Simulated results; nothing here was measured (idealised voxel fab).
Process module, titled voxel gate over fins
The figure presents cross-section cut, which has a width of 235 nm and is divided into square cells with an edge length of 5 nm.
When this document writes out a cross-section, it uses a grid of square cells and lists it as bands, beginning at the top and moving down, with a band standing for one or more rows of cells.
Heads up on the band format: heights come first, top then bottom, in nm. After that it's the materials left to right, each with its width in nm. A single material flagged "full width" fills the whole band edge to edge, and "empty" means there's empty space there.
Below 0: as-received wafer, all one material; heights counted from there. Lowest band: no bottom, goes on down, written "from 0 down".
With a width like "30 to 40", each row of cells in the band differs from the next by the same amount, the top row carrying the first number and the bottom row the second.
Basically "nothing altered" means that step didn't change any cell in the cross-section.
The label "Closed void inventory" introduces a list of the empty spaces, 8 cells or larger, that have no open way up to the top; each entry in it reads width x height at distance, where the distance is taken from the left edge and all three are stated in nm.
Formally, on a step line, whatever follows the settings is a remark that the simulator itself makes on the step.
overlay nm: on a step with a mask, how far right of its planned place the mask lay; negative means left.

Intended process steps
step 1: RECEIVE | material Si
step 2: CONFORMAL_DEP | material SiN | thk nm 10
step 3: DIRECTIONAL_DEP | material aC | thk nm 15
step 4: PATTERN | tone cover | mask id FINS | material resist | width nm 15 | pitch nm 45 | thk nm 35 | overlay nm -15
step 5: DIRECTIONAL_ETCH | etch materials aC | depth nm 15
step 6: STRIP | etch materials resist
step 7: DIRECTIONAL_ETCH | etch materials SiN | depth nm 10
step 8: DIRECTIONAL_ETCH | etch materials Si | depth nm 40
step 9: STRIP | etch materials aC
step 10: OXIDIZE | depth nm 5
step 11: FILL_DEP | material SiO2 | thk nm 5
step 12: CMP | height nm 10
step 13: SELECTIVE_ETCH | etch materials SiO2 | depth nm 20
step 14: STRIP | etch materials SiN
step 15: CONFORMAL_DEP | material HfO2 | thk nm 5
step 16: CONFORMAL_DEP | material TiN | thk nm 5
step 17: FILL_DEP | material W | thk nm 10
step 18: CMP | height nm 15
step 19: CONFORMAL_DEP | material SiN | thk nm 10
All wafers enter the flow in the same state. The overlay nm at step 4 differs from wafer to wafer, and the plan gives the value for the first wafer.

The first of several wafers as received, shown in cross-section; this is its state after step 1
from 0 down  Si full width
Closed void inventory: none

Cross-section of the first of several wafers once the module has run through its last step, step 19
from 25 to 15  SiN full width
from 15 to 10  W full width
from 10 to 5  65 of W, then 25 of TiN, then 20 of W, then 25 of TiN, then 100 of W
from 5 to 0  65 of W, then 5 of TiN, then 15 of HfO2, then 5 of TiN, then 20 of W, then 5 of TiN, then 15 of HfO2, then 5 of TiN, then 100 of W
from 0 to -5  70 of TiN, then 5 of HfO2, then 5 of Si, then 5 of HfO2, then 30 of TiN, then 5 of HfO2, then 5 of Si, then 5 of HfO2, then 105 of TiN
from -5 to -10  75 of HfO2, then 5 of Si, then 40 of HfO2, then 5 of Si, then 110 of HfO2
from -10 to -45  75 of SiO2, then 5 of Si, then 40 of SiO2, then 5 of Si, then 110 of SiO2
from -45 down  Si full width
Closed void inventory: none

Cross-sectional view of the final wafer of several at the module's end
from 25 to 15  SiN full width
from 15 to 10  W full width
from 10 to 5  95 of W, then 25 of TiN, then 20 of W, then 25 of TiN, then 70 of W
from 5 to 0  95 of W, then 5 of TiN, then 15 of HfO2, then 5 of TiN, then 20 of W, then 5 of TiN, then 15 of HfO2, then 5 of TiN, then 70 of W
from 0 to -5  100 of TiN, then 5 of HfO2, then 5 of Si, then 5 of HfO2, then 30 of TiN, then 5 of HfO2, then 5 of Si, then 5 of HfO2, then 75 of TiN
from -5 to -10  105 of HfO2, then 5 of Si, then 40 of HfO2, then 5 of Si, then 80 of HfO2
from -10 to -45  105 of SiO2, then 5 of Si, then 40 of SiO2, then 5 of Si, then 80 of SiO2
from -45 down  Si full width
Closed void inventory: none

For your reference, the table is organized with a row per wafer; each row reflects the wafer at the end of the module, indicating for each material the cells gained (+) or lost (-) since receipt, and thereafter its closed voids
overlay nm -15; +55 HfO2; -405 Si; +94 SiN; +315 SiO2; +55 TiN; +121 W; Closed void inventory: none
overlay nm -10; +55 HfO2; -405 Si; +94 SiN; +315 SiO2; +55 TiN; +121 W; Closed void inventory: none
overlay nm -5; +55 HfO2; -405 Si; +94 SiN; +315 SiO2; +55 TiN; +121 W; Closed void inventory: none
overlay nm 0; +55 HfO2; -405 Si; +94 SiN; +315 SiO2; +55 TiN; +121 W; Closed void inventory: none
overlay nm 5; +55 HfO2; -405 Si; +94 SiN; +315 SiO2; +55 TiN; +121 W; Closed void inventory: none
overlay nm 10; +55 HfO2; -405 Si; +94 SiN; +315 SiO2; +55 TiN; +121 W; Closed void inventory: none
overlay nm 15; +55 HfO2; -405 Si; +94 SiN; +315 SiO2; +55 TiN; +121 W; Closed void inventory: none
